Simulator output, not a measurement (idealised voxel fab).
Process module heading - voxel transistor to metal
Square cells of 5 nm make up the cross-section cut, whose width is 185 nm.
Cross-section, as written here: a square-cell grid given band by band from the top down, where a band holds one or more rows of cells.
First you get the band's top height and its bottom height, in nm, and then the materials it's made of, left to right, with each width in nm. If you see a single material with "edge to edge", that one covers the band edge to edge. "blank" is empty space.
Height datum 0, below which the as-received substrate wafer is one material. Lowest band open at the bottom, running downward: "0 -> down".
The two numbers in a width such as "30 to 40" mark its ends across the band: the first belongs to the top row of cells, the second to the bottom row, and from each row to the next the width moves by the same amount.
"remained unchanged", as given for a step, is the statement that not any cell of the cross-section underwent a change during that step.
Closed-off voids of 8+ cells (no open route to the top) go in "Enclosed internal voids", written width x height at distance from the left edge, in nm.
Anything after a step's settings on that line? It's the simulator's own note about the step.
If you see "overlay nm" on a step's line and that step has a mask, it's telling you how far right of where it was planned the mask ended up; a negative number means it went left instead.

-- Process steps (planned)
step 1: op RECEIVE | material Si
step 2: op OXIDIZE | depth nm 5
step 3: op CONFORMAL_DEP | material SiN | thk nm 10
step 4: op MASKED_ETCH | tone cover | mask id ACTIVE | width nm 115 | etch materials SiN | depth nm 10 | overlay nm 0
step 5: op MASKED_ETCH | tone cover | mask id ACTIVE | width nm 115 | etch materials SiO2 | depth nm 5 | overlay nm 0
step 6: op MASKED_ETCH | tone cover | mask id ACTIVE | width nm 115 | etch materials Si | depth nm 20 | overlay nm 0
step 7: op OXIDIZE | depth nm 5
step 8: op FILL_DEP | material SiO2 | thk nm 10
step 9: op CMP | height nm 10
step 10: op SELECTIVE_ETCH | etch materials SiO2 | depth nm 10
step 11: op STRIP | etch materials SiN
step 12: op SELECTIVE_ETCH | etch materials SiO2 | depth nm 5
step 13: op OXIDIZE | depth nm 5
step 14: op DIRECTIONAL_DEP | material polySi | thk nm 25
step 15: op DIRECTIONAL_DEP | material SiCN | thk nm 15
step 16: op PATTERN | tone cover | mask id GATE | material resist | width nm 35 | thk nm 20 | overlay nm 0
step 17: op DIRECTIONAL_ETCH | etch materials SiCN | depth nm 25
step 18: op DIRECTIONAL_ETCH | etch materials polySi | depth nm 35
step 19: op STRIP | etch materials resist
step 20: op CONFORMAL_DEP | material SiN | thk nm 10
step 21: op DIRECTIONAL_ETCH | etch materials SiN | depth nm 10
step 22: op DIRECTIONAL_ETCH | etch materials SiO2 | depth nm 5
step 23: op DIRECTIONAL_ETCH | etch materials Si | depth nm 15
step 24: op EPI | material SiGe | thk nm 20
step 25: op FILL_DEP | material SiO2 | thk nm 5
step 26: op CMP | height nm 20
step 27: op STRIP | etch materials polySi
step 28: op SELECTIVE_ETCH | etch materials SiO2 | depth nm 5
step 29: op CONFORMAL_DEP | material HfO2 | thk nm 5
step 30: op CONFORMAL_DEP | material TiN | thk nm 5
step 31: op FILL_DEP | material W | thk nm 10
step 32: op CMP | height nm 15
step 33: op DIRECTIONAL_DEP | material SiO2 | thk nm 10
step 34: op PATTERN | tone open | mask id CONTACT | material resist | width nm 20 | pitch nm 85 | thk nm 20 | overlay nm 0
step 35: op DIRECTIONAL_ETCH | etch materials SiO2 | depth nm 30
step 36: op STRIP | etch materials resist
step 37: op CONFORMAL_DEP | material TiN | thk nm 5
step 38: op FILL_DEP | material W | thk nm 10
step 39: op CMP | height nm 25
step 40: op DIRECTIONAL_DEP | material TiN | thk nm 5
step 41: op DIRECTIONAL_DEP | material Ru | thk nm 15
step 42: op PATTERN | tone cover | mask id METAL_1 | material resist | width nm 20 | pitch nm 85 | thk nm 15 | overlay nm 0
step 43: op DIRECTIONAL_ETCH | etch materials Ru | depth nm 15
step 44: op DIRECTIONAL_ETCH | etch materials TiN | depth nm 5
step 45: op STRIP | etch materials resist
step 46: op CONFORMAL_DEP | material SiCN | thk nm 5
step 47: op FILL_DEP | material lowk | thk nm 5
step 48: op CMP | height nm 45
step 49: op CONFORMAL_DEP | material SiCN | thk nm 5
step 50: op DIRECTIONAL_DEP | material lowk | thk nm 35
step 51: op MASKED_ETCH | tone open | mask id METAL_2_HOLES | width nm 15 | pitch nm 85 | etch materials lowk | depth nm 35 | overlay nm 0
step 52: op PATTERN | tone open | mask id METAL_2 | material resist | width nm 20 | pitch nm 85 | thk nm 15 | overlay nm 0
step 53: op DIRECTIONAL_ETCH | etch materials lowk | depth nm 20
step 54: op DIRECTIONAL_ETCH | etch materials SiCN | depth nm 5
step 55: op STRIP | etch materials resist
step 56: op CONFORMAL_DEP | material TiN | thk nm 5
step 57: op FILL_DEP | material Cu | thk nm 5
step 58: op CMP | height nm 85
step 59: op CONFORMAL_DEP | material SiCN | thk nm 5
The wafers are alike at the start. At step 51, their width nm differs. The plan lists the first wafer's value.

-- Here's the first of the wafers in cross-section, just as we got it, i.e. after step 1
- 0 -> down | Si edge to edge
- Enclosed internal voids: none

-- Table: wafers, a row each; end-of-module cell change per material since receipt, gain (+), loss (-); then closed voids
width nm 15, +20 Cu, +17 HfO2, +24 Ru, -168 Si, +109 SiCN, +66 SiGe, +16 SiN, +204 SiO2, +77 TiN, +17 W, +284 lowk, Enclosed internal voids: none
width nm 20, +28 Cu, +17 HfO2, +24 Ru, -168 Si, +107 SiCN, +66 SiGe, +16 SiN, +204 SiO2, +77 TiN, +17 W, +278 lowk, Enclosed internal voids: none
width nm 25, +40 Cu, +17 HfO2, +24 Ru, -168 Si, +107 SiCN, +66 SiGe, +16 SiN, +204 SiO2, +79 TiN, +17 W, +264 lowk, Enclosed internal voids: none
width nm 30, +52 Cu, +17 HfO2, +24 Ru, -168 Si, +107 SiCN, +66 SiGe, +16 SiN, +204 SiO2, +81 TiN, +17 W, +250 lowk, Enclosed internal voids: none
